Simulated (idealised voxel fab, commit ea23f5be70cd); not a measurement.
The process module presented herein is designated voxel ribs on slabs.
Pictured: cross-section cut, 195 nm wide, on a grid of 5 nm square cells.
In what follows, cross-sections appear as grids of square cells, described through bands that run from the top down, where every band is one or more rows of cells. Per band: top height and bottom height in nm, followed by the left-to-right materials and their widths in nm; "edge to edge" marks a single material spanning edge to edge, "air" marks empty space. Height is counted from the level 0, under which the received wafer is composed throughout of one material. The lowest of the bands is not closed at the bottom but continues downward, in the notation "0 down". Graded width ("30->40"): value in top row of band = first number; value in bottom row = second number; row-to-row change constant. Given "no modifications" for a step, no cell of the cross-section differs between before and after that step. "Unvented internal voids" lists enclosed empty spaces (at least 8 cells, no open path upward to the top), each as width x height at distance from the left edge, in nm. Past the settings on a step's line: simulator remark, on that step. "overlay nm" answers the question of how far to the right of plan the mask lay on a step that has a mask, and when it is negative the answer is to the left.

PLAN
1 RECEIVE with material Si
2 DIRECTIONAL_DEP with material SiO2, thk nm 25
3 DIRECTIONAL_DEP with material SiN, thk nm 15
4 MASKED_ETCH with tone cover, mask id RIB, width nm 25, etch materials SiN, depth nm 10, overlay nm 0
5 DIRECTIONAL_DEP with material aC, thk nm 15
6 PATTERN with tone cover, mask id SLAB, material resist, width nm 85, thk nm 35, overlay nm 0
7 DIRECTIONAL_ETCH with etch materials aC, depth nm 15
8 STRIP with etch materials resist
9 DIRECTIONAL_ETCH with etch materials SiN, depth nm 5
10 STRIP with etch materials aC
11 FILL_DEP with material SiO2, thk nm 20
12 CMP with height nm 55
13 DIRECTIONAL_DEP with material TiN, thk nm 10
14 MASKED_ETCH with tone cover, mask id HEATER, width nm 35, etch materials TiN, depth nm 10, overlay nm 0
15 CONFORMAL_DEP with material SiN, thk nm 5

CROSS-SECTION OF THE WAFER UPON ARRIVAL, REPRESENTING THE STATE REACHED AFTER STEP 1
    0 down | Si edge to edge
    Unvented internal voids: none

AS-PLANNED RUN: CROSS-SECTION OF THE FIRST OF TWO WAFERS AT END OF MODULE
    70 to 65 | air 75 nm  SiN 45 nm  air 75 nm
    65 to 60 | air 75 nm  SiN 5 nm  TiN 35 nm  SiN 5 nm  air 75 nm
    60 to 55 | SiN 80 nm  TiN 35 nm  SiN 80 nm
    55 to 40 | SiO2 edge to edge
    40 to 30 | SiO2 85 nm  SiN 25 nm  SiO2 85 nm
    30 to 25 | SiO2 55 nm  SiN 85 nm  SiO2 55 nm
    25 to 0 | SiO2 edge to edge
    0 down | Si edge to edge
    Unvented internal voids: none

HERE'S THE SECOND OF OUR TWO WAFERS SECTIONED AT MODULE END. SAME START AS THE FIRST, SAME PLAN, BUT ONE MISTAKE GOT MADE RUNNING IT
    65 to 55 | air 80 nm  TiN 35 nm  air 80 nm
    55 to 40 | SiO2 edge to edge
    40 to 30 | SiO2 85 nm  SiN 25 nm  SiO2 85 nm
    30 to 25 | SiO2 55 nm  SiN 85 nm  SiO2 55 nm
    25 to 0 | SiO2 edge to edge
    0 down | Si edge to edge
    Unvented internal voids: none
Error vs. plan: the run left out plan step 15 entirely, so it was never executed
Upon completion, the second wafer contains, in terms of cells, a greater or smaller amount of certain materials than the first wafer: 43 fewer of SiN
